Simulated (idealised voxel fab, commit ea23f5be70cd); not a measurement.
Module name: voxel wiring stack (process module)
Square cell edge 5 nm, section width 240 nm, ID cut.
Reading order for cross-sections: top band down to bottom band. Underlying form: a grid of square cells. Band size: one or more rows of cells. The entry gives the band's vertical extent as a top height and a bottom height in nm, then its horizontal make-up as materials from left to right, each with a width in nm. "empty" stands for empty space; a single material marked "all across" fills the band edge to edge. Heights are reckoned from 0. Under this level, the received wafer is all of one material. The bottommost band is open-ended downward, for example "0 down". So if you see something like "30->40" for the width, read it as the top row of the band sitting at the first number and the bottom row at the second, with every row in between moving by the same amount as the last. It should be understood that the words "all unchanged", when stated for a given step, signify that the cross-section underwent no change in any of its cells during that step. The list in "Cavities, closed" covers empty spaces of 8 cells or more that cannot reach the top through any open way, and it gives each as width x height at distance; the distance is from the left edge, and width, height and distance are in nm. Anything after a step's settings on that line? It's the simulator's own note about the step. If you see "overlay nm" on a step's line and that step has a mask, it's telling you how far right of where it was planned the mask ended up; a negative number means it went left instead.

Plan:
- 1: RECEIVE: material Si
- 2: CONFORMAL_DEP: material SiO2, thk nm 15
- 3: DIRECTIONAL_DEP: material TiN, thk nm 5
- 4: DIRECTIONAL_DEP: material Ru, thk nm 20
- 5: MASKED_ETCH: tone cover, mask id METAL_1, width nm 25, pitch nm 40, etch materials Ru, depth nm 20, overlay nm 0
- 6: MASKED_ETCH: tone cover, mask id METAL_1, width nm 25, pitch nm 40, etch materials TiN, depth nm 5, overlay nm 0
- 7: FILL_DEP: material SiO2, thk nm 5
- 8: CMP: height nm 40
- 9: CONFORMAL_DEP: material SiCN, thk nm 5
- 10: DIRECTIONAL_DEP: material lowk, thk nm 15
- 11: MASKED_ETCH: tone open, mask id PLUG_1, width nm 15, pitch nm 40, etch materials lowk, depth nm 15, overlay nm 0
- 12: MASKED_ETCH: tone open, mask id PLUG_1, width nm 15, pitch nm 40, etch materials SiCN, depth nm 5, overlay nm 0
- 13: EPI: material Ru, thk nm 10
- 14: EPI: material Ru, thk nm 10
- 15: CONFORMAL_DEP: material SiN, thk nm 5
- 16: DIRECTIONAL_DEP: material SiO2, thk nm 15
- 17: DIRECTIONAL_DEP: material aC, thk nm 15
- 18: PATTERN: tone open, mask id METAL_2, material resist, width nm 25, pitch nm 40, thk nm 30, overlay nm 0
- 19: DIRECTIONAL_ETCH: etch materials aC, depth nm 15
- 20: STRIP: etch materials resist
- 21: DIRECTIONAL_ETCH: etch materials SiO2, depth nm 15
- 22: DIRECTIONAL_ETCH: etch materials SiN, depth nm 5
- 23: STRIP: etch materials aC
- 24: CONFORMAL_DEP: material TiN, thk nm 5
- 25: FILL_DEP: material Cu, thk nm 5
- 26: CMP: height nm 80
- 27: CONFORMAL_DEP: material SiCN, thk nm 5
- 28: DIRECTIONAL_DEP: material SiO2, thk nm 25
- 29: MASKED_ETCH: tone open, mask id METAL_3_HOLES, width nm 15, etch materials SiO2, depth nm 25, overlay nm 0
- 30: DIRECTIONAL_DEP: material aC, thk nm 15
- 31: PATTERN: tone open, mask id METAL_3, material resist, width nm 25, pitch nm 40, thk nm 30, overlay nm 0
- 32: DIRECTIONAL_ETCH: etch materials aC, depth nm 15
- 33: STRIP: etch materials resist
- 34: DIRECTIONAL_ETCH: etch materials SiO2, depth nm 15
- 35: DIRECTIONAL_ETCH: etch materials SiCN, depth nm 5
- 36: STRIP: etch materials aC
- 37: CONFORMAL_DEP: material TiN, thk nm 5
- 38: FILL_DEP: material Ru, thk nm 10
- 39: CMP: height nm 110
- 40: CONFORMAL_DEP: material SiCN, thk nm 5
- 41: DIRECTIONAL_DEP: material SiO2, thk nm 30
- 42: PATTERN: tone open, mask id METAL_4, material resist, width nm 25, pitch nm 40, thk nm 20, overlay nm 0
- 43: DIRECTIONAL_ETCH: etch materials SiO2, depth nm 20
- 44: STRIP: etch materials resist
- 45: MASKED_ETCH: tone open, mask id METAL_4_HOLES, width nm 15, pitch nm 40, etch materials SiO2, depth nm 10, overlay nm 0
- 46: MASKED_ETCH: tone open, mask id METAL_4_HOLES, width nm 15, pitch nm 40, etch materials SiCN, depth nm 5, overlay nm 0
- 47: CONFORMAL_DEP: material TiN, thk nm 5
- 48: FILL_DEP: material Cu, thk nm 5
- 49: CMP: height nm 145
- 50: CONFORMAL_DEP: material SiN, thk nm 5

Concerning the first of two wafers, which was run in accordance with the plan:

Cross-section of the wafer at receipt, which is the condition after step 1:
0 down: Si all across
Cavities, closed: none

The wafer in cross-section once step 2 is complete:
15 to 0: SiO2 all across
Anything lower than 0 is untouched.

The wafer in cross-section once step 3 is complete:
20 to 15: TiN all across
Anything lower than 15 is untouched.

The wafer in cross-section once step 4 is complete:
40 to 20: Ru all across
Anything lower than 20 is untouched.

The wafer in cross-section once step 5 is complete:
40 to 20: 85 of empty, 25 of Ru, 15 of empty, 25 of Ru, 90 of empty
Anything lower than 20 is untouched.

The wafer in cross-section once step 6 is complete:
40 to 20: 85 of empty, 25 of Ru, 15 of empty, 25 of Ru, 90 of empty
20 to 15: 85 of empty, 25 of TiN, 15 of empty, 25 of TiN, 90 of empty
Anything lower than 15 is untouched.

The wafer in cross-section once step 7 is complete:
45 to 40: SiO2 all across
40 to 20: 85 of SiO2, 25 of Ru, 15 of SiO2, 25 of Ru, 90 of SiO2
20 to 15: 85 of SiO2, 25 of TiN, 15 of SiO2, 25 of TiN, 90 of SiO2
Anything lower than 15 is untouched.

The wafer in cross-section once step 8 is complete:
40 to 20: 85 of SiO2, 25 of Ru, 15 of SiO2, 25 of Ru, 90 of SiO2
Anything lower than 20 is untouched.

The wafer in cross-section once step 9 is complete:
45 to 40: SiCN all across
Anything lower than 40 is untouched.

The wafer in cross-section once step 10 is complete:
60 to 45: lowk all across
Anything lower than 45 is untouched.

The wafer in cross-section once step 11 is complete:
60 to 45: 85 of lowk, 15 of empty, 25 of lowk, 15 of empty, 100 of lowk
Anything lower than 45 is untouched.

The wafer in cross-section once step 12 is complete:
60 to 45: 85 of lowk, 15 of empty, 25 of lowk, 15 of empty, 100 of lowk
45 to 40: 85 of SiCN, 15 of empty, 25 of SiCN, 15 of empty, 100 of SiCN
Anything lower than 40 is untouched.

The wafer in cross-section once step 13 is complete:
60 to 50: 85 of lowk, 15 of empty, 25 of lowk, 15 of empty, 100 of lowk
50 to 45: 85 of lowk, 15 of Ru, 25 of lowk, 15 of Ru, 100 of lowk
45 to 40: 85 of SiCN, 15 of Ru, 25 of SiCN, 15 of Ru, 100 of SiCN
Anything lower than 40 is untouched.

The wafer in cross-section once step 14 is complete:
60 to 45: 85 of lowk, 15 of Ru, 25 of lowk, 15 of Ru, 100 of lowk
Anything lower than 45 is untouched.

The wafer in cross-section once step 15 is complete:
65 to 60: SiN all across
Anything lower than 60 is untouched.

The wafer in cross-section once step 16 is complete:
80 to 65: SiO2 all across
Anything lower than 65 is untouched.

The wafer in cross-section once step 17 is complete:
95 to 80: aC all across
Anything lower than 80 is untouched.

The wafer in cross-section once step 18 is complete:
125 to 95: 85 of resist, 25 of empty, 15 of resist, 25 of empty, 90 of resist
Anything lower than 95 is untouched.

The wafer in cross-section once step 19 is complete:
110 to 95: 85 of resist, 25 of empty, 15 of resist, 25 of empty, 90 of resist
95 to 80: 85 of aC, 25 of empty, 15 of aC, 25 of empty, 90 of aC
Anything lower than 80 is untouched.

The wafer in cross-section once step 20 is complete:
95 to 80: 85 of aC, 25 of empty, 15 of aC, 25 of empty, 90 of aC
Anything lower than 80 is untouched.

The wafer in cross-section once step 21 is complete:
95 to 80: 85 of aC, 25 of empty, 15 of aC, 25 of empty, 90 of aC
80 to 65: 85 of SiO2, 25 of empty, 15 of SiO2, 25 of empty, 90 of SiO2
Anything lower than 65 is untouched.

The wafer in cross-section once step 22 is complete:
95 to 80: 85 of aC, 25 of empty, 15 of aC, 25 of empty, 90 of aC
80 to 65: 85 of SiO2, 25 of empty, 15 of SiO2, 25 of empty, 90 of SiO2
65 to 60: 85 of SiN, 25 of empty, 15 of SiN, 25 of empty, 90 of SiN
Anything lower than 60 is untouched.

The wafer in cross-section once step 23 is complete:
80 to 65: 85 of SiO2, 25 of empty, 15 of SiO2, 25 of empty, 90 of SiO2
Anything lower than 65 is untouched.

The wafer in cross-section once step 24 is complete:
85 to 80: 90 of TiN, 15 of empty, 25 of TiN, 15 of empty, 95 of TiN
80 to 65: 85 of SiO2, 5 of TiN, 15 of empty, 5 of TiN, 15 of SiO2, 5 of TiN, 15 of empty, 5 of TiN, 90 of SiO2
65 to 60: 85 of SiN, 25 of TiN, 15 of SiN, 25 of TiN, 90 of SiN
Anything lower than 60 is untouched.

The wafer in cross-section once step 25 is complete:
90 to 85: Cu all across
85 to 80: 90 of TiN, 15 of Cu, 25 of TiN, 15 of Cu, 95 of TiN
80 to 65: 85 of SiO2, 5 of TiN, 15 of Cu, 5 of TiN, 15 of SiO2, 5 of TiN, 15 of Cu, 5 of TiN, 90 of SiO2
Anything lower than 65 is untouched.

The wafer in cross-section once step 26 is complete:
80 to 65: 85 of SiO2, 5 of TiN, 15 of Cu, 5 of TiN, 15 of SiO2, 5 of TiN, 15 of Cu, 5 of TiN, 90 of SiO2
Anything lower than 65 is untouched.

The wafer in cross-section once step 27 is complete:
85 to 80: SiCN all across
Anything lower than 80 is untouched.

The wafer in cross-section once step 28 is complete:
110 to 85: SiO2 all across
Anything lower than 85 is untouched.

The wafer in cross-section once step 29 is complete:
110 to 85: 85 of SiO2, 15 of empty, 140 of SiO2
Anything lower than 85 is untouched.

The wafer in cross-section once step 30 is complete:
125 to 110: 85 of aC, 15 of empty, 140 of aC
110 to 100: 85 of SiO2, 15 of empty, 140 of SiO2
100 to 85: 85 of SiO2, 15 of aC, 140 of SiO2
Anything lower than 85 is untouched.

The wafer in cross-section once step 31 is complete:
155 to 125: 85 of resist, 25 of empty, 15 of resist, 25 of empty, 90 of resist
Anything lower than 125 is untouched.

The wafer in cross-section once step 32 is complete:
140 to 125: 85 of resist, 25 of empty, 15 of resist, 25 of empty, 90 of resist
125 to 110: 85 of aC, 25 of empty, 15 of aC, 25 of empty, 90 of aC
110 to 85: 85 of SiO2, 15 of empty, 140 of SiO2
Anything lower than 85 is untouched.

The wafer in cross-section once step 33 is complete:
125 to 110: 85 of aC, 25 of empty, 15 of aC, 25 of empty, 90 of aC
Anything lower than 110 is untouched.

The wafer in cross-section once step 34 is complete:
125 to 110: 85 of aC, 25 of empty, 15 of aC, 25 of empty, 90 of aC
110 to 95: 85 of SiO2, 25 of empty, 15 of SiO2, 25 of empty, 90 of SiO2
Anything lower than 95 is untouched.

The wafer in cross-section once step 35 is complete:
125 to 110: 85 of aC, 25 of empty, 15 of aC, 25 of empty, 90 of aC
110 to 95: 85 of SiO2, 25 of empty, 15 of SiO2, 25 of empty, 90 of SiO2
95 to 85: 85 of SiO2, 15 of empty, 140 of SiO2
85 to 80: 85 of SiCN, 15 of empty, 140 of SiCN
Anything lower than 80 is untouched.

The wafer in cross-section once step 36 is complete:
110 to 95: 85 of SiO2, 25 of empty, 15 of SiO2, 25 of empty, 90 of SiO2
Anything lower than 95 is untouched.

The wafer in cross-section once step 37 is complete:
115 to 110: 90 of TiN, 15 of empty, 25 of TiN, 15 of empty, 95 of TiN
110 to 100: 85 of SiO2, 5 of TiN, 15 of empty, 5 of TiN, 15 of SiO2, 5 of TiN, 15 of empty, 5 of TiN, 90 of SiO2
100 to 95: 85 of SiO2, 5 of TiN, 5 of empty, 15 of TiN, 15 of SiO2, 25 of TiN, 90 of SiO2
95 to 85: 85 of SiO2, 5 of TiN, 5 of empty, 5 of TiN, 140 of SiO2
85 to 80: 85 of SiCN, 15 of TiN, 140 of SiCN
Anything lower than 80 is untouched.

The wafer in cross-section once step 38 is complete:
125 to 115: Ru all across
115 to 110: 90 of TiN, 15 of Ru, 25 of TiN, 15 of Ru, 95 of TiN
110 to 100: 85 of SiO2, 5 of TiN, 15 of Ru, 5 of TiN, 15 of SiO2, 5 of TiN, 15 of Ru, 5 of TiN, 90 of SiO2
100 to 95: 85 of SiO2, 5 of TiN, 5 of Ru, 15 of TiN, 15 of SiO2, 25 of TiN, 90 of SiO2
95 to 85: 85 of SiO2, 5 of TiN, 5 of Ru, 5 of TiN, 140 of SiO2
Anything lower than 85 is untouched.

The wafer in cross-section once step 39 is complete:
110 to 100: 85 of SiO2, 5 of TiN, 15 of Ru, 5 of TiN, 15 of SiO2, 5 of TiN, 15 of Ru, 5 of TiN, 90 of SiO2
Anything lower than 100 is untouched.

The wafer in cross-section once step 40 is complete:
115 to 110: SiCN all across
Anything lower than 110 is untouched.

The wafer in cross-section once step 41 is complete:
145 to 115: SiO2 all across
Anything lower than 115 is untouched.

The wafer in cross-section once step 42 is complete:
165 to 145: 85 of resist, 25 of empty, 15 of resist, 25 of empty, 90 of resist
Anything lower than 145 is untouched.

The wafer in cross-section once step 43 is complete:
165 to 145: 85 of resist, 25 of empty, 15 of resist, 25 of empty, 90 of resist
145 to 125: 85 of SiO2, 25 of empty, 15 of SiO2, 25 of empty, 90 of SiO2
Anything lower than 125 is untouched.

The wafer in cross-section once step 44 is complete:
145 to 125: 85 of SiO2, 25 of empty, 15 of SiO2, 25 of empty, 90 of SiO2
Anything lower than 125 is untouched.

The wafer in cross-section once step 45 is complete:
145 to 125: 85 of SiO2, 25 of empty, 15 of SiO2, 25 of empty, 90 of SiO2
125 to 115: 85 of SiO2, 15 of empty, 25 of SiO2, 15 of empty, 100 of SiO2
Anything lower than 115 is untouched.

The wafer in cross-section once step 46 is complete:
145 to 125: 85 of SiO2, 25 of empty, 15 of SiO2, 25 of empty, 90 of SiO2
125 to 115: 85 of SiO2, 15 of empty, 25 of SiO2, 15 of empty, 100 of SiO2
115 to 110: 85 of SiCN, 15 of empty, 25 of SiCN, 15 of empty, 100 of SiCN
Anything lower than 110 is untouched.

The wafer in cross-section once step 47 is complete:
150 to 145: 90 of TiN, 15 of empty, 25 of TiN, 15 of empty, 95 of TiN
145 to 130: 85 of SiO2, 5 of TiN, 15 of empty, 5 of TiN, 15 of SiO2, 5 of TiN, 15 of empty, 5 of TiN, 90 of SiO2
130 to 125: 85 of SiO2, 5 of TiN, 5 of empty, 15 of TiN, 15 of SiO2, 5 of TiN, 5 of empty, 15 of TiN, 90 of SiO2
125 to 115: 85 of SiO2, 5 of TiN, 5 of empty, 5 of TiN, 25 of SiO2, 5 of TiN, 5 of empty, 5 of TiN, 100 of SiO2
115 to 110: 85 of SiCN, 15 of TiN, 25 of SiCN, 15 of TiN, 100 of SiCN
Anything lower than 110 is untouched.

The wafer in cross-section once step 48 is complete:
155 to 150: Cu all across
150 to 145: 90 of TiN, 15 of Cu, 25 of TiN, 15 of Cu, 95 of TiN
145 to 130: 85 of SiO2, 5 of TiN, 15 of Cu, 5 of TiN, 15 of SiO2, 5 of TiN, 15 of Cu, 5 of TiN, 90 of SiO2
130 to 125: 85 of SiO2, 5 of TiN, 5 of Cu, 15 of TiN, 15 of SiO2, 5 of TiN, 5 of Cu, 15 of TiN, 90 of SiO2
125 to 115: 85 of SiO2, 5 of TiN, 5 of Cu, 5 of TiN, 25 of SiO2, 5 of TiN, 5 of Cu, 5 of TiN, 100 of SiO2
Anything lower than 115 is untouched.

The wafer in cross-section once step 49 is complete:
145 to 130: 85 of SiO2, 5 of TiN, 15 of Cu, 5 of TiN, 15 of SiO2, 5 of TiN, 15 of Cu, 5 of TiN, 90 of SiO2
Anything lower than 130 is untouched.

The wafer in cross-section once step 50 is complete:
150 to 145: SiN all across
Anything lower than 145 is untouched.

Wafer two. Same start, same plan, one slip in execution. Same as wafer one through step 37, inclusive:

What the second wafer looks like in cross-section when step 38 should have wrapped up:
125 to 115: aC all across
115 to 110: 90 of TiN, 15 of aC, 25 of TiN, 15 of aC, 95 of TiN
110 to 100: 85 of SiO2, 5 of TiN, 15 of aC, 5 of TiN, 15 of SiO2, 5 of TiN, 15 of aC, 5 of TiN, 90 of SiO2
100 to 95: 85 of SiO2, 5 of TiN, 5 of aC, 15 of TiN, 15 of SiO2, 25 of TiN, 90 of SiO2
95 to 85: 85 of SiO2, 5 of TiN, 5 of aC, 5 of TiN, 140 of SiO2
Anything lower than 85 is untouched.

What the second wafer looks like in cross-section when step 39 should have wrapped up:
110 to 100: 85 of SiO2, 5 of TiN, 15 of aC, 5 of TiN, 15 of SiO2, 5 of TiN, 15 of aC, 5 of TiN, 90 of SiO2
Anything lower than 100 is untouched.

What the second wafer looks like in cross-section when step 40 should have wrapped up:
115 to 110: SiCN all across
Anything lower than 110 is untouched.

What the second wafer looks like in cross-section when step 41 should have wrapped up:
145 to 115: SiO2 all across
Anything lower than 115 is untouched.

What the second wafer looks like in cross-section when step 42 should have wrapped up:
165 to 145: 85 of resist, 25 of empty, 15 of resist, 25 of empty, 90 of resist
Anything lower than 145 is untouched.

What the second wafer looks like in cross-section when step 43 should have wrapped up:
165 to 145: 85 of resist, 25 of empty, 15 of resist, 25 of empty, 90 of resist
145 to 125: 85 of SiO2, 25 of empty, 15 of SiO2, 25 of empty, 90 of SiO2
Anything lower than 125 is untouched.

What the second wafer looks like in cross-section when step 44 should have wrapped up:
145 to 125: 85 of SiO2, 25 of empty, 15 of SiO2, 25 of empty, 90 of SiO2
Anything lower than 125 is untouched.

What the second wafer looks like in cross-section when step 45 should have wrapped up:
145 to 125: 85 of SiO2, 25 of empty, 15 of SiO2, 25 of empty, 90 of SiO2
125 to 115: 85 of SiO2, 15 of empty, 25 of SiO2, 15 of empty, 100 of SiO2
Anything lower than 115 is untouched.

What the second wafer looks like in cross-section when step 46 should have wrapped up:
145 to 125: 85 of SiO2, 25 of empty, 15 of SiO2, 25 of empty, 90 of SiO2
125 to 115: 85 of SiO2, 15 of empty, 25 of SiO2, 15 of empty, 100 of SiO2
115 to 110: 85 of SiCN, 15 of empty, 25 of SiCN, 15 of empty, 100 of SiCN
Anything lower than 110 is untouched.

What the second wafer looks like in cross-section when step 47 should have wrapped up:
150 to 145: 90 of TiN, 15 of empty, 25 of TiN, 15 of empty, 95 of TiN
145 to 130: 85 of SiO2, 5 of TiN, 15 of empty, 5 of TiN, 15 of SiO2, 5 of TiN, 15 of empty, 5 of TiN, 90 of SiO2
130 to 125: 85 of SiO2, 5 of TiN, 5 of empty, 15 of TiN, 15 of SiO2, 5 of TiN, 5 of empty, 15 of TiN, 90 of SiO2
125 to 115: 85 of SiO2, 5 of TiN, 5 of empty, 5 of TiN, 25 of SiO2, 5 of TiN, 5 of empty, 5 of TiN, 100 of SiO2
115 to 110: 85 of SiCN, 15 of TiN, 25 of SiCN, 15 of TiN, 100 of SiCN
Anything lower than 110 is untouched.

What the second wafer looks like in cross-section when step 48 should have wrapped up:
155 to 150: Cu all across
150 to 145: 90 of TiN, 15 of Cu, 25 of TiN, 15 of Cu, 95 of TiN
145 to 130: 85 of SiO2, 5 of TiN, 15 of Cu, 5 of TiN, 15 of SiO2, 5 of TiN, 15 of Cu, 5 of TiN, 90 of SiO2
130 to 125: 85 of SiO2, 5 of TiN, 5 of Cu, 15 of TiN, 15 of SiO2, 5 of TiN, 5 of Cu, 15 of TiN, 90 of SiO2
125 to 115: 85 of SiO2, 5 of TiN, 5 of Cu, 5 of TiN, 25 of SiO2, 5 of TiN, 5 of Cu, 5 of TiN, 100 of SiO2
Anything lower than 115 is untouched.

What the second wafer looks like in cross-section when step 49 should have wrapped up:
145 to 130: 85 of SiO2, 5 of TiN, 15 of Cu, 5 of TiN, 15 of SiO2, 5 of TiN, 15 of Cu, 5 of TiN, 90 of SiO2
Anything lower than 130 is untouched.

What the second wafer looks like in cross-section when step 50 should have wrapped up:
150 to 145: SiN all across
Anything lower than 145 is untouched.
Heads up, the wafer didn't run the way we planned it: contrary to plan, step 38 was performed as FILL_DEP: material aC, thk nm 10
Final wafer comparison in cells, second versus first, more or fewer per material: -15 Ru, +15 aC
